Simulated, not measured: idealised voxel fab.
This is a process module. Its name is voxel fin reveal.
cross-section cut | 140 nm wide | cells 5 nm
If you're reading a cross-section in this doc, picture square cells in a grid; it comes to you as bands, top ones listed first down to the bottom, and a band can be one or more rows of cells. It is stipulated that each band's entry specify, in nanometres, the height of the top of the band and then that of its bottom, followed by the materials of the band in left-to-right sequence, each together with its width in nanometres. A single material marked by the word "throughout" is understood to fill the band from edge to edge; the word "empty" is understood to denote empty space. We count height from 0. Below that, the starting wafer is all one material. The lowest band never ends at the bottom but goes on down; see "0 and below" for how that is written. So if you see something like "30..40" for the width, read it as the top row of the band sitting at the first number and the bottom row at the second, with every row in between moving by the same amount as the last. "no change" (step): cross-section cells unchanged, all of them. Voids, sealed: empty space of 8 cells or more with no open way to the top, each as width x height at its distance from the left edge, in nm. Where a step's line continues beyond its settings, the continuation is a remark by the simulator itself on that step. The setting "overlay nm" may be written on the line of a step. When the step uses a mask, the value reports how far to the right of the planned place the mask lay, and a negative value reports that it lay to the left.

Set out below are the planned steps of the process:
1: RECEIVE [material Si]
2: CONFORMAL_DEP [material SiN] [thk nm 10]
3: MASKED_ETCH [tone cover] [mask id FINS] [width nm 15] [pitch nm 35] [etch materials SiN] [depth nm 10] [overlay nm 0]
4: MASKED_ETCH [tone cover] [mask id FINS] [width nm 15] [pitch nm 35] [etch materials Si] [depth nm 30] [overlay nm 0]
5: FILL_DEP [material SiO2] [thk nm 5]
6: CMP [height nm 10]
7: SELECTIVE_ETCH [etch materials SiO2] [depth nm 25]
8: STRIP [etch materials SiN]

Shown in cross-section is the wafer as received, that is, as it stands after step 1:
* 0 and below = Si throughout
* Voids, sealed: none

Cross-section at module end, one run error; start and plan unchanged from above:
* 10 down to 0 = 45 of empty | 15 of SiN | 20 of empty | 15 of SiN | 45 of empty
* 0 down to -30 = 45 of empty | 15 of Si | 20 of empty | 15 of Si | 45 of empty
* -30 and below = Si throughout
* Voids, sealed: none
What broke from the plan during processing? step 8 was not run as planned; what actually ran was STRIP [etch materials SiO2]
